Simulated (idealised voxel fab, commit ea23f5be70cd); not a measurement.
Process module, titled voxel trench capacitor
For reference, the cross-section in this document is cut, with width 275 nm and square cells of 5 nm.
How to read a cross-section here: the picture is a grid of square cells, written as bands going from the top down, and any band can span one or more rows of cells.
Basically the band line says how high the top is and how high the bottom is, in nm, and then what's in it from left to right, every material with its width in nm. Empty space shows up as "blank", and if a single material carries "throughout" it runs the full band edge to edge.
Height 0 is the level under which the wafer as received is all one material. The lowest band goes on downwards, as in "from 0 down".
The expression "30..40" gives the width at the extremes of the band, the first number at its top row of cells and the second at its bottom row, with the width changing by equal amounts from each row to the next in between.
The cross-section has no changed cell in any step marked "nothing was modified".
Reported under the label "Completely sealed voids" are the empty spaces having no open way to the top and comprising 8 cells or more; the notation for each is width x height at distance, in which the distance is measured from the left edge and all three values are in nm.
Whatever follows a step's settings on its line is a remark the simulator itself makes about that step.
If you see "overlay nm" on a step's line and that step has a mask, it's telling you how far right of where it was planned the mask ended up; a negative number means it went left instead.

BELOW IS THE LIST OF PLANNED PROCESS STEPS
1: RECEIVE with material Si
2: CONFORMAL_DEP with material SiN, thk nm 10
3: PATTERN with tone open, mask id TRENCH, material resist, width nm 20, pitch nm 50, thk nm 15, overlay nm 0
4: DIRECTIONAL_ETCH with etch materials SiN, depth nm 10
5: DIRECTIONAL_ETCH with etch materials Si, depth nm 30
6: STRIP with etch materials resist
7: CONFORMAL_DEP with material Al2O3, thk nm 5
8: FILL_DEP with material polySi, thk nm 10
9: CMP with height nm 10

THE CROSS-SECTION HERE SHOWS THE WAFER AS RECEIVED, I.E. IN ITS STATE AFTER STEP 1
  from 0 down | Si throughout
  Completely sealed voids: none

CROSS-SECTIONAL RESULT AFTER MODULE COMPLETION. NOTE: STARTING CONDITION AND PLAN ARE UNCHANGED FROM ABOVE; ONE PROCESSING MISTAKE WAS MADE
  from 10 to 0 | 100 of SiN | 5 of Al2O3 | 10 of polySi | 5 of Al2O3 | 30 of SiN | 5 of Al2O3 | 10 of polySi | 5 of Al2O3 | 105 of SiN
  from 0 to -55 | 100 of Si | 5 of Al2O3 | 10 of polySi | 5 of Al2O3 | 30 of Si | 5 of Al2O3 | 10 of polySi | 5 of Al2O3 | 105 of Si
  from -55 to -60 | 100 of Si | 20 of Al2O3 | 30 of Si | 20 of Al2O3 | 105 of Si
  from -60 down | Si throughout
  Completely sealed voids: none
Run error: the plan had its step 5 run twice
